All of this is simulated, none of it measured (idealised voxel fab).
Title: Process Module voxel fin reveal
We display cut, a cross-section 290 nm in width whose square cells are each 5 nm.
Cross-section spec: square-cell grid; bands listed top down; each band is one or more rows.
Band entry format. Leading values: height of top, height of bottom, nm. Remainder: materials in left-to-right order, each with its width in nm. Special words: "all across" on a single material, which then fills the band edge to edge; "air", empty space.
Beneath 0, the wafer as received is one material, and that level is where height counting begins. The lowest band goes on downward without a bottom; it is written like "0 -> down".
Width "30 to 40": first value at the band's top row of cells, second value at its bottom row, equal change from row to row.
For the purposes of this document, the phrase "nothing was modified" attached to a step denotes that no cell within the cross-section was modified by that step.
You'll see "Completely sealed voids" listing empty spaces that have no way open to the top, as long as they're 8 cells or more; the notation is width x height at distance, where the distance is from the left edge, and all of it is in nm.
Heads up: the bit after the settings on a step's line is the simulator's remark on that step.
The setting "overlay nm" may be written on the line of a step. When the step uses a mask, the value reports how far to the right of the planned place the mask lay, and a negative value reports that it lay to the left.

Intended process steps:
step 1: RECEIVE,material Si
step 2: CONFORMAL_DEP,material SiN,thk nm 10
step 3: PATTERN,tone cover,mask id FINS,material resist,width nm 15,pitch nm 40,thk nm 15,overlay nm 0
step 4: DIRECTIONAL_ETCH,etch materials SiN,depth nm 10
step 5: DIRECTIONAL_ETCH,etch materials Si,depth nm 35
step 6: STRIP,etch materials resist
step 7: OXIDIZE,depth nm 5
step 8: FILL_DEP,material SiO2,thk nm 5
step 9: CMP,height nm 10
step 10: SELECTIVE_ETCH,etch materials SiO2,depth nm 25
step 11: STRIP,etch materials SiN
step 12: CONFORMAL_DEP,material HfO2,thk nm 5

Cross-section of the wafer as it came to us, i.e., already through step 1:
* 0 -> down | Si all across
* Completely sealed voids: none

Cross-section taken at module completion on the first of two wafers; processed per the plan:
* 5 -> 0 | air=115 / HfO2=15 / air=25 / HfO2=15 / air=120
* 0 -> -10 | air=115 / HfO2=5 / Si=5 / HfO2=5 / air=25 / HfO2=5 / Si=5 / HfO2=5 / air=120
* -10 -> -15 | HfO2=120 / Si=5 / HfO2=35 / Si=5 / HfO2=125
* -15 -> -40 | SiO2=120 / Si=5 / SiO2=35 / Si=5 / SiO2=125
* -40 -> down | Si all across
* Completely sealed voids: none

Wafer two cross-section, module end. Start and plan unchanged from wafer one; one mistake made during the run:
* 5 -> 0 | air=125 / HfO2=15 / air=25 / HfO2=15 / air=110
* 0 -> -10 | air=125 / HfO2=5 / Si=5 / HfO2=5 / air=25 / HfO2=5 / Si=5 / HfO2=5 / air=110
* -10 -> -15 | HfO2=130 / Si=5 / HfO2=35 / Si=5 / HfO2=115
* -15 -> -40 | SiO2=130 / Si=5 / SiO2=35 / Si=5 / SiO2=115
* -40 -> down | Si all across
* Completely sealed voids: none
Deviation noted in wafer processing: step 3 went in with a setting other than planned; the actual run was PATTERN,tone cover,mask id FINS,material resist,width nm 15,pitch nm 40,thk nm 15,overlay nm 10
End check, second vs first wafer: material counts in cells match, positions do not.
